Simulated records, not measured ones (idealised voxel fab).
process module | voxel air gaps
cross-section cut | 265 nm wide | cells 5 nm
A cross-section is a grid of square cells, given in bands from the top down. A band is one or more rows of cells.
Each band's line starts with the height of the band's top and of its bottom, in nm. Then come its materials from left to right, each with its width in nm. One material with "throughout" fills the band from edge to edge. "air" is empty space.
Height 0 is the level under which the wafer as received is all one material. The lowest band goes on downwards, as in "0 down".
A width such as "30 to 40" changes by the same amount from each row of cells to the next, from the band's top row to its bottom row.
"no change" after a step means that no cell of the cross-section changed.
closed voids: empty space of 8 cells or more with no open way to the top, each as width x height at its distance from the left edge, in nm
after a step's settings: what the simulator itself notes on the step
overlay nm, on a step with a mask: how far to the right of its planned place the mask lay; to the left if negative
plan
1 op RECEIVE | material Si
2 op CONFORMAL_DEP | material SiO2 | thk nm 10
3 op CONFORMAL_DEP | material SiCN | thk nm 5
4 op DIRECTIONAL_DEP | material lowk | thk nm 40
5 op MASKED_ETCH | tone open | mask id LINES | width nm 20 | pitch nm 45 | etch materials lowk | depth nm 40 | overlay nm 0
6 op CONFORMAL_DEP | material TiN | thk nm 5
7 op FILL_DEP | material W | thk nm 5
8 op CMP | height nm 55
9 op EPI | material Ru | thk nm 10
10 op SELECTIVE_ETCH | etch materials lowk | depth nm 50
11 op CONFORMAL_DEP | material SiCN | thk nm 5
first wafer, as planned
as received, after step 1
  0 down: Si throughout
  closed voids: none
after step 2
  10 to 0: SiO2 throughout
  below 0: unchanged
after step 3
  15 to 10: SiCN throughout
  below 10: unchanged
after step 4
  55 to 15: lowk throughout
  below 15: unchanged
after step 5
  55 to 15: lowk 75 | air 20 | lowk 25 | air 20 | lowk 25 | air 20 | lowk 80
  below 15: unchanged
after step 6
  60 to 55: TiN 80 | air 10 | TiN 35 | air 10 | TiN 35 | air 10 | TiN 85
  55 to 20: lowk 75 | TiN 5 | air 10 | TiN 5 | lowk 25 | TiN 5 | air 10 | TiN 5 | lowk 25 | TiN 5 | air 10 | TiN 5 | lowk 80
  20 to 15: lowk 75 | TiN 20 | lowk 25 | TiN 20 | lowk 25 | TiN 20 | lowk 80
  below 15: unchanged
after step 7
  65 to 60: W throughout
  60 to 55: TiN 80 | W 10 | TiN 35 | W 10 | TiN 35 | W 10 | TiN 85
  55 to 20: lowk 75 | TiN 5 | W 10 | TiN 5 | lowk 25 | TiN 5 | W 10 | TiN 5 | lowk 25 | TiN 5 | W 10 | TiN 5 | lowk 80
  below 20: unchanged
after step 8
  55 to 20: lowk 75 | TiN 5 | W 10 | TiN 5 | lowk 25 | TiN 5 | W 10 | TiN 5 | lowk 25 | TiN 5 | W 10 | TiN 5 | lowk 80
  below 20: unchanged
after step 9
  65 to 55: air 65 | Ru 40 | air 5 | Ru 40 | air 5 | Ru 40 | air 70
  below 55: unchanged
after step 10
  65 to 55: air 65 | Ru 40 | air 5 | Ru 40 | air 5 | Ru 40 | air 70
  55 to 20: air 75 | TiN 5 | W 10 | TiN 5 | air 25 | TiN 5 | W 10 | TiN 5 | air 25 | TiN 5 | W 10 | TiN 5 | air 80
  20 to 15: air 75 | TiN 20 | air 25 | TiN 20 | air 25 | TiN 20 | air 80
  below 15: unchanged
after step 11
  70 to 65: air 60 | SiCN 140 | air 65
  65 to 55: air 60 | SiCN 5 | Ru 40 | SiCN 5 | Ru 40 | SiCN 5 | Ru 40 | SiCN 5 | air 65
  55 to 50: air 60 | SiCN 15 | TiN 5 | W 10 | TiN 5 | SiCN 25 | TiN 5 | W 10 | TiN 5 | SiCN 25 | TiN 5 | W 10 | TiN 5 | SiCN 15 | air 65
  50 to 20: air 70 | SiCN 5 | TiN 5 | W 10 | TiN 5 | SiCN 5 | air 15 | SiCN 5 | TiN 5 | W 10 | TiN 5 | SiCN 5 | air 15 | SiCN 5 | TiN 5 | W 10 | TiN 5 | SiCN 5 | air 75
  20 to 15: SiCN 75 | TiN 20 | SiCN 25 | TiN 20 | SiCN 25 | TiN 20 | SiCN 80
  below 15: unchanged
  closed voids: 15 x 30 at 100; 15 x 30 at 145
second wafer: like start, like plan, one mistake. Through step 4 it matches the first wafer
when step 5 should have ended
  55 to 15: lowk 70 | air 30 | lowk 15 | air 30 | lowk 15 | air 30 | lowk 75
  below 15: unchanged
when step 6 should have ended
  60 to 55: TiN 75 | air 20 | TiN 25 | air 20 | TiN 25 | air 20 | TiN 80
  55 to 20: lowk 70 | TiN 5 | air 20 | TiN 5 | lowk 15 | TiN 5 | air 20 | TiN 5 | lowk 15 | TiN 5 | air 20 | TiN 5 | lowk 75
  20 to 15: lowk 70 | TiN 30 | lowk 15 | TiN 30 | lowk 15 | TiN 30 | lowk 75
  below 15: unchanged
when step 7 should have ended
  65 to 60: W throughout
  60 to 55: TiN 75 | W 20 | TiN 25 | W 20 | TiN 25 | W 20 | TiN 80
  55 to 20: lowk 70 | TiN 5 | W 20 | TiN 5 | lowk 15 | TiN 5 | W 20 | TiN 5 | lowk 15 | TiN 5 | W 20 | TiN 5 | lowk 75
  below 20: unchanged
when step 8 should have ended
  55 to 20: lowk 70 | TiN 5 | W 20 | TiN 5 | lowk 15 | TiN 5 | W 20 | TiN 5 | lowk 15 | TiN 5 | W 20 | TiN 5 | lowk 75
  below 20: unchanged
when step 9 should have ended
  65 to 55: air 60 | Ru 140 | air 65
  below 55: unchanged
when step 10 should have ended
  65 to 55: air 60 | Ru 140 | air 65
  55 to 20: air 70 | TiN 5 | W 20 | TiN 5 | lowk 15 | TiN 5 | W 20 | TiN 5 | lowk 15 | TiN 5 | W 20 | TiN 5 | air 75
  20 to 15: air 70 | TiN 30 | lowk 15 | TiN 30 | lowk 15 | TiN 30 | air 75
  below 15: unchanged
when step 11 should have ended
  70 to 65: air 55 | SiCN 150 | air 60
  65 to 55: air 55 | SiCN 5 | Ru 140 | SiCN 5 | air 60
  55 to 50: air 55 | SiCN 15 | TiN 5 | W 20 | TiN 5 | lowk 15 | TiN 5 | W 20 | TiN 5 | lowk 15 | TiN 5 | W 20 | TiN 5 | SiCN 15 | air 60
  50 to 20: air 65 | SiCN 5 | TiN 5 | W 20 | TiN 5 | lowk 15 | TiN 5 | W 20 | TiN 5 | lowk 15 | TiN 5 | W 20 | TiN 5 | SiCN 5 | air 70
  20 to 15: SiCN 70 | TiN 30 | lowk 15 | TiN 30 | lowk 15 | TiN 30 | SiCN 75
  below 15: unchanged
what went wrong: step 5 ran as: op MASKED_ETCH | tone open | mask id LINES | width nm 30 | pitch nm 45 | etch materials lowk | depth nm 40 | overlay nm 0
at the end the second wafer has, in cells: 8 more of Ru | 48 fewer of SiCN | 6 more of TiN | 42 more of W | 48 more of lowk
closed voids at the end (first wafer, second wafer): 2, 0
